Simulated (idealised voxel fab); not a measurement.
Name of the process module below: voxel capacitor over wiring
The figure presents cross-section cut, which has a width of 155 nm and is divided into square cells with an edge length of 5 nm.
This document writes a cross-section as a grid whose cells are square, and gives it as bands, listed from the top down; one or more rows of cells form a band.
Band entry format. Leading values: height of top, height of bottom, nm. Remainder: materials in left-to-right order, each with its width in nm. Special words: "everywhere" on a single material, which then fills the band edge to edge; "empty", empty space.
Height reference: 0 = level under which incoming wafer is all one material. Lowest band: no bottom, runs on downward, e.g. "0 -> down".
Note: "30->40" means the width goes from the first number (top row of the band) to the second number (bottom row) in equal steps per row of cells.
"same as before", as given for a step, is the statement that not any cell of the cross-section underwent a change during that step.
Empty spaces without an open route to the top, at least 8 cells in extent, make up the entry "Enclosed cavities"; each is given as width x height at distance, where the distance is measured from the left edge, and all are in nm.
after a step's settings: what the simulator itself notes on the step
overlay nm: mask right of planned place by this much (step with mask). Neg. = left.

-- Process steps (planned)
1 RECEIVE: material Si
2 CONFORMAL_DEP: material SiO2, thk nm 15
3 CONFORMAL_DEP: material SiN, thk nm 5
4 DIRECTIONAL_DEP: material SiO2, thk nm 15
5 PATTERN: tone open, mask id METAL_1, material resist, width nm 30, pitch nm 85, thk nm 20, overlay nm 0
6 DIRECTIONAL_ETCH: etch materials SiO2, depth nm 15
7 DIRECTIONAL_ETCH: etch materials SiN, depth nm 5
8 STRIP: etch materials resist
9 CONFORMAL_DEP: material TiN, thk nm 5
10 FILL_DEP: material W, thk nm 10
11 CMP: height nm 35
12 CONFORMAL_DEP: material SiCN, thk nm 5
13 DIRECTIONAL_DEP: material SiO2, thk nm 10
14 DIRECTIONAL_DEP: material aC, thk nm 15
15 PATTERN: tone open, mask id PLUG_1, material resist, width nm 15, thk nm 30, overlay nm 0
16 DIRECTIONAL_ETCH: etch materials aC, depth nm 15
17 STRIP: etch materials resist
18 DIRECTIONAL_ETCH: etch materials SiO2, depth nm 10
19 DIRECTIONAL_ETCH: etch materials SiCN, depth nm 5
20 STRIP: etch materials aC
21 EPI: material Ru, thk nm 10
22 EPI: material Ru, thk nm 5
23 DIRECTIONAL_DEP: material TiN, thk nm 10
24 DIRECTIONAL_DEP: material Al2O3, thk nm 5
25 DIRECTIONAL_DEP: material TiN, thk nm 5
26 MASKED_ETCH: tone cover, mask id UPPER_PLATE, width nm 60, etch materials TiN, depth nm 5, overlay nm 0
27 MASKED_ETCH: tone cover, mask id UPPER_PLATE, width nm 60, etch materials Al2O3, depth nm 5, overlay nm 0
28 PATTERN: tone cover, mask id LOWER_PLATE, material resist, width nm 70, thk nm 20, overlay nm 0
29 DIRECTIONAL_ETCH: etch materials TiN, depth nm 10
30 STRIP: etch materials resist
31 FILL_DEP: material SiO2, thk nm 20
32 CMP: height nm 85
33 PATTERN: tone open, mask id PLUG_2, material resist, width nm 15, thk nm 15, overlay nm 0
34 DIRECTIONAL_ETCH: etch materials SiO2, depth nm 15
35 STRIP: etch materials resist
36 CONFORMAL_DEP: material TiN, thk nm 5
37 FILL_DEP: material Ru, thk nm 5
38 CMP: height nm 85
39 CONFORMAL_DEP: material SiCN, thk nm 5

-- Run as planned: first of two wafers

-- Received-state cross-section, reflecting completion of step 1
    0 -> down | Si everywhere
    Enclosed cavities: none

-- Cross-section: wafer state after step 2
    15 -> 0 | SiO2 everywhere
    Nothing below the height 0 has changed.

-- Cross-section: wafer state after step 3
    20 -> 15 | SiN everywhere
    Nothing below the height 15 has changed.

-- Cross-section: wafer state after step 4
    35 -> 20 | SiO2 everywhere
    Nothing below the height 20 has changed.

-- Cross-section: wafer state after step 5
    55 -> 35 | resist 20; empty 30; resist 55; empty 30; resist 20
    Nothing below the height 35 has changed.

-- Cross-section: wafer state after step 6
    55 -> 35 | resist 20; empty 30; resist 55; empty 30; resist 20
    35 -> 20 | SiO2 20; empty 30; SiO2 55; empty 30; SiO2 20
    Nothing below the height 20 has changed.

-- Cross-section: wafer state after step 7
    55 -> 35 | resist 20; empty 30; resist 55; empty 30; resist 20
    35 -> 20 | SiO2 20; empty 30; SiO2 55; empty 30; SiO2 20
    20 -> 15 | SiN 20; empty 30; SiN 55; empty 30; SiN 20
    Nothing below the height 15 has changed.

-- Cross-section: wafer state after step 8
    35 -> 20 | SiO2 20; empty 30; SiO2 55; empty 30; SiO2 20
    Nothing below the height 20 has changed.

-- Cross-section: wafer state after step 9
    40 -> 35 | TiN 25; empty 20; TiN 65; empty 20; TiN 25
    35 -> 20 | SiO2 20; TiN 5; empty 20; TiN 5; SiO2 55; TiN 5; empty 20; TiN 5; SiO2 20
    20 -> 15 | SiN 20; TiN 30; SiN 55; TiN 30; SiN 20
    Nothing below the height 15 has changed.

-- Cross-section: wafer state after step 10
    50 -> 40 | W everywhere
    40 -> 35 | TiN 25; W 20; TiN 65; W 20; TiN 25
    35 -> 20 | SiO2 20; TiN 5; W 20; TiN 5; SiO2 55; TiN 5; W 20; TiN 5; SiO2 20
    Nothing below the height 20 has changed.

-- Cross-section: wafer state after step 11
    35 -> 20 | SiO2 20; TiN 5; W 20; TiN 5; SiO2 55; TiN 5; W 20; TiN 5; SiO2 20
    Nothing below the height 20 has changed.

-- Cross-section: wafer state after step 12
    40 -> 35 | SiCN everywhere
    Nothing below the height 35 has changed.

-- Cross-section: wafer state after step 13
    50 -> 40 | SiO2 everywhere
    Nothing below the height 40 has changed.

-- Cross-section: wafer state after step 14
    65 -> 50 | aC everywhere
    Nothing below the height 50 has changed.

-- Cross-section: wafer state after step 15
    95 -> 65 | resist 35; empty 15; resist 105
    Nothing below the height 65 has changed.

-- Cross-section: wafer state after step 16
    80 -> 65 | resist 35; empty 15; resist 105
    65 -> 50 | aC 35; empty 15; aC 105
    Nothing below the height 50 has changed.

-- Cross-section: wafer state after step 17
    65 -> 50 | aC 35; empty 15; aC 105
    Nothing below the height 50 has changed.

-- Cross-section: wafer state after step 18
    65 -> 50 | aC 35; empty 15; aC 105
    50 -> 40 | SiO2 35; empty 15; SiO2 105
    Nothing below the height 40 has changed.

-- Cross-section: wafer state after step 19
    65 -> 50 | aC 35; empty 15; aC 105
    50 -> 40 | SiO2 35; empty 15; SiO2 105
    40 -> 35 | SiCN 35; empty 15; SiCN 105
    Nothing below the height 35 has changed.

-- Cross-section: wafer state after step 20
    50 -> 40 | SiO2 35; empty 15; SiO2 105
    Nothing below the height 40 has changed.

-- Cross-section: wafer state after step 21
    50 -> 45 | SiO2 35; empty 15; SiO2 105
    45 -> 40 | SiO2 35; Ru 15; SiO2 105
    40 -> 35 | SiCN 35; Ru 15; SiCN 105
    Nothing below the height 35 has changed.

-- Cross-section: wafer state after step 22
    50 -> 40 | SiO2 35; Ru 15; SiO2 105
    Nothing below the height 40 has changed.

-- Cross-section: wafer state after step 23
    60 -> 50 | TiN everywhere
    Nothing below the height 50 has changed.

-- Cross-section: wafer state after step 24
    65 -> 60 | Al2O3 everywhere
    Nothing below the height 60 has changed.

-- Cross-section: wafer state after step 25
    70 -> 65 | TiN everywhere
    Nothing below the height 65 has changed.

-- Cross-section: wafer state after step 26
    70 -> 65 | empty 35; TiN 60; empty 60
    Nothing below the height 65 has changed.

-- Cross-section: wafer state after step 27
    70 -> 65 | empty 35; TiN 60; empty 60
    65 -> 60 | empty 35; Al2O3 60; empty 60
    Nothing below the height 60 has changed.

-- Cross-section: wafer state after step 28
    90 -> 70 | empty 30; resist 70; empty 55
    70 -> 65 | empty 30; resist 5; TiN 60; resist 5; empty 55
    65 -> 60 | empty 30; resist 5; Al2O3 60; resist 5; empty 55
    Nothing below the height 60 has changed.

-- Cross-section: wafer state after step 29
    90 -> 70 | empty 30; resist 70; empty 55
    70 -> 65 | empty 30; resist 5; TiN 60; resist 5; empty 55
    65 -> 60 | empty 30; resist 5; Al2O3 60; resist 5; empty 55
    60 -> 50 | empty 30; TiN 70; empty 55
    Nothing below the height 50 has changed.

-- Cross-section: wafer state after step 30
    70 -> 65 | empty 35; TiN 60; empty 60
    65 -> 60 | empty 35; Al2O3 60; empty 60
    Nothing below the height 60 has changed.

-- Cross-section: wafer state after step 31
    90 -> 70 | SiO2 everywhere
    70 -> 65 | SiO2 35; TiN 60; SiO2 60
    65 -> 60 | SiO2 35; Al2O3 60; SiO2 60
    60 -> 50 | SiO2 30; TiN 70; SiO2 55
    Nothing below the height 50 has changed.

-- Cross-section: wafer state after step 32
    85 -> 70 | SiO2 everywhere
    Nothing below the height 70 has changed.

-- Cross-section: wafer state after step 33
    100 -> 85 | resist 45; empty 15; resist 95
    Nothing below the height 85 has changed.

-- Cross-section: wafer state after step 34
    100 -> 85 | resist 45; empty 15; resist 95
    85 -> 70 | SiO2 45; empty 15; SiO2 95
    Nothing below the height 70 has changed.

-- Cross-section: wafer state after step 35
    85 -> 70 | SiO2 45; empty 15; SiO2 95
    Nothing below the height 70 has changed.

-- Cross-section: wafer state after step 36
    90 -> 85 | TiN 50; empty 5; TiN 100
    85 -> 75 | SiO2 45; TiN 5; empty 5; TiN 5; SiO2 95
    75 -> 65 | SiO2 45->35; TiN 15->60; SiO2 95->60
    Nothing below the height 65 has changed.

-- Cross-section: wafer state after step 37
    95 -> 90 | Ru everywhere
    90 -> 85 | TiN 50; Ru 5; TiN 100
    85 -> 75 | SiO2 45; TiN 5; Ru 5; TiN 5; SiO2 95
    Nothing below the height 75 has changed.

-- Cross-section: wafer state after step 38
    85 -> 75 | SiO2 45; TiN 5; Ru 5; TiN 5; SiO2 95
    Nothing below the height 75 has changed.

-- Cross-section: wafer state after step 39
    90 -> 85 | SiCN everywhere
    Nothing below the height 85 has changed.

-- Second of two: same start, same plan, one run error; steps up to and including 23 match the first

Planned end of step 24: second wafer, cross-section: same as before

-- Planned end of step 25: second wafer, cross-section
    65 -> 50 | TiN everywhere
    Nothing below the height 50 has changed.

-- Planned end of step 26: second wafer, cross-section
    65 -> 60 | empty 35; TiN 60; empty 60
    Nothing below the height 60 has changed.

Planned end of step 27: second wafer, cross-section: same as before

-- Planned end of step 28: second wafer, cross-section
    85 -> 65 | empty 30; resist 70; empty 55
    65 -> 60 | empty 30; resist 5; TiN 60; resist 5; empty 55
    Nothing below the height 60 has changed.

-- Planned end of step 29: second wafer, cross-section
    85 -> 65 | empty 30; resist 70; empty 55
    65 -> 60 | empty 30; resist 5; TiN 60; resist 5; empty 55
    60 -> 50 | empty 30; TiN 70; empty 55
    Nothing below the height 50 has changed.

-- Planned end of step 30: second wafer, cross-section
    65 -> 60 | empty 35; TiN 60; empty 60
    Nothing below the height 60 has changed.

-- Planned end of step 31: second wafer, cross-section
    85 -> 65 | SiO2 everywhere
    65 -> 60 | SiO2 35; TiN 60; SiO2 60
    60 -> 50 | SiO2 30; TiN 70; SiO2 55
    Nothing below the height 50 has changed.

Planned end of step 32: second wafer, cross-section: same as before

-- Planned end of step 33: second wafer, cross-section
    100 -> 85 | resist 45; empty 15; resist 95
    Nothing below the height 85 has changed.

-- Planned end of step 34: second wafer, cross-section
    100 -> 85 | resist 45; empty 15; resist 95
    85 -> 70 | SiO2 45; empty 15; SiO2 95
    Nothing below the height 70 has changed.

-- Planned end of step 35: second wafer, cross-section
    85 -> 70 | SiO2 45; empty 15; SiO2 95
    Nothing below the height 70 has changed.

-- Planned end of step 36: second wafer, cross-section
    90 -> 85 | TiN 50; empty 5; TiN 100
    85 -> 75 | SiO2 45; TiN 5; empty 5; TiN 5; SiO2 95
    75 -> 70 | SiO2 45; TiN 15; SiO2 95
    Nothing below the height 70 has changed.

-- Planned end of step 37: second wafer, cross-section
    95 -> 90 | Ru everywhere
    90 -> 85 | TiN 50; Ru 5; TiN 100
    85 -> 75 | SiO2 45; TiN 5; Ru 5; TiN 5; SiO2 95
    Nothing below the height 75 has changed.

-- Planned end of step 38: second wafer, cross-section
    85 -> 75 | SiO2 45; TiN 5; Ru 5; TiN 5; SiO2 95
    Nothing below the height 75 has changed.

-- Planned end of step 39: second wafer, cross-section
    90 -> 85 | SiCN everywhere
    Nothing below the height 85 has changed.
Here's what went sideways: heads up, step 24 of the plan was skipped and never actually ran
at the end the second wafer has, in cells: -12 Al2O3, +12 SiO2
